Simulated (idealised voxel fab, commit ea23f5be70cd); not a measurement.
Presented below is a process module, voxel spacer lines.
We display cut, a cross-section 300 nm in width whose square cells are each 5 nm.
In what follows, cross-sections appear as grids of square cells, described through bands that run from the top down, where every band is one or more rows of cells.
Within each band entry, the heights of the top and of the bottom of the band appear first, in that order and in nm; the materials of the band then follow from left to right, each with its corresponding width in nm. The designation "everywhere" on a single material indicates that it fills the band from edge to edge; the designation "blank" indicates empty space.
Heights are expressed relative to 0, this being the level below which the as-received wafer comprises one material exclusively. The lowest band is unbounded in the downward direction and is denoted as in "0 nm and below".
You'd read "30->40" like this: the band's top row of cells is as wide as the first number, its bottom row is as wide as the second, and going down, every row changes width by the same amount as the row before did.
For the purposes of this document, the phrase "stayed the same" attached to a step denotes that no cell within the cross-section was modified by that step.
Any empty space of 8 cells or more lacking an open way to the top shows up in "Enclosed voids" as width x height at distance, distance from the left edge, in nm.
Formally, on a step line, whatever follows the settings is a remark that the simulator itself makes on the step.
"overlay nm", when on a step's line for a step with a mask, measures how far to the right of its planned place the mask lay; a negative measure means to the left.
**Planned process steps**
1: RECEIVE,material Si
2: CONFORMAL_DEP,material SiO2,thk nm 5
3: DIRECTIONAL_DEP,material W,thk nm 10
4: DIRECTIONAL_DEP,material polySi,thk nm 30
5: PATTERN,tone cover,mask id MANDREL,material resist,width nm 20,pitch nm 70,thk nm 35,overlay nm 0
6: DIRECTIONAL_ETCH,etch materials polySi,depth nm 30
7: STRIP,etch materials resist
8: CONFORMAL_DEP,material SiN,thk nm 15
9: DIRECTIONAL_ETCH,etch materials SiN,depth nm 15
10: STRIP,etch materials polySi
11: DIRECTIONAL_ETCH,etch materials W,depth nm 10
12: STRIP,etch materials SiN
13: FILL_DEP,material SiO2,thk nm 5
14: CMP,height nm 15
**Cross-section of the wafer as it came to us, i.e., already through step 1**
* 0 nm and below | Si everywhere
* Enclosed voids: none
**Figure: cross-sectional view of the wafer upon completion of the module, processed from the initial state and according to the plan depicted above, with one error introduced during execution**
* 15 nm to 5 nm | 60 SiO2, 15 W, 15 SiO2, 15 W, 25 SiO2, 15 W, 15 SiO2, 15 W, 25 SiO2, 15 W, 15 SiO2, 15 W, 55 SiO2
* 5 nm to 0 nm | SiO2 everywhere
* 0 nm and below | Si everywhere
* Enclosed voids: none
In executing the process, a mistake was made relative to the plan: so step 5 ended up running with a different setting than we planned, it ran as PATTERN,tone cover,mask id MANDREL,material resist,width nm 15,pitch nm 70,thk nm 35,overlay nm 0
